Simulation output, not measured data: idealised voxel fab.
voxel air gaps: a process module
Square cells of 5 nm make up the cross-section cut, whose width is 275 nm.
How to read a cross-section here: the picture is a grid of square cells, written as bands going from the top down, and any band can span one or more rows of cells. This entry defines a band. It first specifies the height of the band's top and the height of its bottom in nm, and then specifies the band's materials from left to right, stating each material with its width in nm. The word "edge to edge" identifies a single material that fills the band from edge to edge, while the word "blank" identifies empty space. Heights are expressed relative to 0, this being the level below which the as-received wafer comprises one material exclusively. The lowest band is unbounded in the downward direction and is denoted as in "0 nm and below". Read "30 to 40" as a graded width: first number on top, second number at the bottom, same change between each pair of neighbouring rows. When a step is marked "stayed the same", none of the cells in the cross-section changed during that step. "Catalogued sealed voids" lists enclosed empty spaces (at least 8 cells, no open path upward to the top), each as width x height at distance from the left edge, in nm. Anything after a step's settings on that line? It's the simulator's own note about the step. overlay nm: for a step with a mask, the amount by which the mask lay right of where it was planned; a negative amount means left of it.
These are the steps we planned for the process
1: RECEIVE,material Si
2: CONFORMAL_DEP,material SiO2,thk nm 10
3: CONFORMAL_DEP,material SiCN,thk nm 5
4: DIRECTIONAL_DEP,material SiO2,thk nm 40
5: DIRECTIONAL_DEP,material aC,thk nm 10
6: PATTERN,tone open,mask id LINES,material resist,width nm 25,pitch nm 55,thk nm 30,overlay nm 0
7: DIRECTIONAL_ETCH,etch materials aC,depth nm 10
8: STRIP,etch materials resist
9: DIRECTIONAL_ETCH,etch materials SiO2,depth nm 40
10: STRIP,etch materials aC
11: CONFORMAL_DEP,material TiN,thk nm 5
12: FILL_DEP,material Ru,thk nm 10
13: CMP,height nm 55
14: EPI,material Ru,thk nm 10
15: SELECTIVE_ETCH,etch materials SiO2,depth nm 50
16: CONFORMAL_DEP,material SiCN,thk nm 5
Account of the first of two wafers, which was processed as intended
Cross-section of the wafer as it came to us, i.e., already through step 1
0 nm and below: Si edge to edge
Catalogued sealed voids: none
Cross-section through the wafer, step 2 finished
10 nm to 0 nm: SiO2 edge to edge
Below 0, no change.
Cross-section through the wafer, step 3 finished
15 nm to 10 nm: SiCN edge to edge
Below 10, no change.
Cross-section through the wafer, step 4 finished
55 nm to 15 nm: SiO2 edge to edge
Below 15, no change.
Cross-section through the wafer, step 5 finished
65 nm to 55 nm: aC edge to edge
Below 55, no change.
Cross-section through the wafer, step 6 finished
95 nm to 65 nm: resist: 70  blank: 25  resist: 30  blank: 25  resist: 30  blank: 25  resist: 70
Below 65, no change.
Cross-section through the wafer, step 7 finished
85 nm to 65 nm: resist: 70  blank: 25  resist: 30  blank: 25  resist: 30  blank: 25  resist: 70
65 nm to 55 nm: aC: 70  blank: 25  aC: 30  blank: 25  aC: 30  blank: 25  aC: 70
Below 55, no change.
Cross-section through the wafer, step 8 finished
65 nm to 55 nm: aC: 70  blank: 25  aC: 30  blank: 25  aC: 30  blank: 25  aC: 70
Below 55, no change.
Cross-section through the wafer, step 9 finished
65 nm to 55 nm: aC: 70  blank: 25  aC: 30  blank: 25  aC: 30  blank: 25  aC: 70
55 nm to 15 nm: SiO2: 70  blank: 25  SiO2: 30  blank: 25  SiO2: 30  blank: 25  SiO2: 70
Below 15, no change.
Cross-section through the wafer, step 10 finished
55 nm to 15 nm: SiO2: 70  blank: 25  SiO2: 30  blank: 25  SiO2: 30  blank: 25  SiO2: 70
Below 15, no change.
Cross-section through the wafer, step 11 finished
60 nm to 55 nm: TiN: 75  blank: 15  TiN: 40  blank: 15  TiN: 40  blank: 15  TiN: 75
55 nm to 20 nm: SiO2: 70  TiN: 5  blank: 15  TiN: 5  SiO2: 30  TiN: 5  blank: 15  TiN: 5  SiO2: 30  TiN: 5  blank: 15  TiN: 5  SiO2: 70
20 nm to 15 nm: SiO2: 70  TiN: 25  SiO2: 30  TiN: 25  SiO2: 30  TiN: 25  SiO2: 70
Below 15, no change.
Cross-section through the wafer, step 12 finished
70 nm to 60 nm: Ru edge to edge
60 nm to 55 nm: TiN: 75  Ru: 15  TiN: 40  Ru: 15  TiN: 40  Ru: 15  TiN: 75
55 nm to 20 nm: SiO2: 70  TiN: 5  Ru: 15  TiN: 5  SiO2: 30  TiN: 5  Ru: 15  TiN: 5  SiO2: 30  TiN: 5  Ru: 15  TiN: 5  SiO2: 70
Below 20, no change.
Cross-section through the wafer, step 13 finished
55 nm to 20 nm: SiO2: 70  TiN: 5  Ru: 15  TiN: 5  SiO2: 30  TiN: 5  Ru: 15  TiN: 5  SiO2: 30  TiN: 5  Ru: 15  TiN: 5  SiO2: 70
Below 20, no change.
Cross-section through the wafer, step 14 finished
65 nm to 55 nm: blank: 60  Ru: 45  blank: 10  Ru: 45  blank: 10  Ru: 45  blank: 60
Below 55, no change.
Cross-section through the wafer, step 15 finished
65 nm to 55 nm: blank: 60  Ru: 45  blank: 10  Ru: 45  blank: 10  Ru: 45  blank: 60
55 nm to 20 nm: blank: 70  TiN: 5  Ru: 15  TiN: 5  blank: 30  TiN: 5  Ru: 15  TiN: 5  blank: 30  TiN: 5  Ru: 15  TiN: 5  blank: 70
20 nm to 15 nm: blank: 70  TiN: 25  blank: 30  TiN: 25  blank: 30  TiN: 25  blank: 70
Below 15, no change.
Cross-section through the wafer, step 16 finished
70 nm to 65 nm: blank: 55  SiCN: 165  blank: 55
65 nm to 55 nm: blank: 55  SiCN: 5  Ru: 45  SiCN: 10  Ru: 45  SiCN: 10  Ru: 45  SiCN: 5  blank: 55
55 nm to 50 nm: blank: 55  SiCN: 15  TiN: 5  Ru: 15  TiN: 5  SiCN: 30  TiN: 5  Ru: 15  TiN: 5  SiCN: 30  TiN: 5  Ru: 15  TiN: 5  SiCN: 15  blank: 55
50 nm to 20 nm: blank: 65  SiCN: 5  TiN: 5  Ru: 15  TiN: 5  SiCN: 5  blank: 20  SiCN: 5  TiN: 5  Ru: 15  TiN: 5  SiCN: 5  blank: 20  SiCN: 5  TiN: 5  Ru: 15  TiN: 5  SiCN: 5  blank: 65
20 nm to 15 nm: SiCN: 70  TiN: 25  SiCN: 30  TiN: 25  SiCN: 30  TiN: 25  SiCN: 70
Below 15, no change.
Catalogued sealed voids: 20 x 30 at 100; 20 x 30 at 155
Second Wafer (Identical Start and Plan, One Processing Error; Matches First Wafer Through Step 2)
Second wafer, sectioned view, at step 3's planned end time
50 nm to 0 nm: SiO2 edge to edge
Below 0, no change.
Second wafer, sectioned view, at step 4's planned end time
55 nm to 50 nm: SiCN edge to edge
Below 50, no change.
Second wafer, sectioned view, at step 5's planned end time
65 nm to 55 nm: aC edge to edge
Below 55, no change.
Second wafer, sectioned view, at step 6's planned end time
95 nm to 65 nm: resist: 70  blank: 25  resist: 30  blank: 25  resist: 30  blank: 25  resist: 70
Below 65, no change.
Second wafer, sectioned view, at step 7's planned end time
85 nm to 65 nm: resist: 70  blank: 25  resist: 30  blank: 25  resist: 30  blank: 25  resist: 70
65 nm to 55 nm: aC: 70  blank: 25  aC: 30  blank: 25  aC: 30  blank: 25  aC: 70
Below 55, no change.
Second wafer, sectioned view, at step 8's planned end time
65 nm to 55 nm: aC: 70  blank: 25  aC: 30  blank: 25  aC: 30  blank: 25  aC: 70
Below 55, no change.
Second wafer, sectioned view, at step 9's planned end time: stayed the same
Second wafer, sectioned view, at step 10's planned end time
55 nm to 50 nm: SiCN edge to edge
Below 50, no change.
Second wafer, sectioned view, at step 11's planned end time
60 nm to 55 nm: TiN edge to edge
Below 55, no change.
Second wafer, sectioned view, at step 12's planned end time
70 nm to 60 nm: Ru edge to edge
Below 60, no change.
Second wafer, sectioned view, at step 13's planned end time
55 nm to 50 nm: SiCN edge to edge
Below 50, no change.
Second wafer, sectioned view, at step 14's planned end time: stayed the same
Second wafer, sectioned view, at step 15's planned end time: stayed the same
Second wafer, sectioned view, at step 16's planned end time
60 nm to 50 nm: SiCN edge to edge
Below 50, no change.
What was the processing mistake? steps 3 and 4 were swapped
Final wafer comparison in cells, second versus first, more or fewer per material: 117 fewer of Ru; 84 fewer of SiCN; 440 more of SiO2; 57 fewer of TiN
Heads up: the first wafer ends with 2 closed voids, the second with 0.
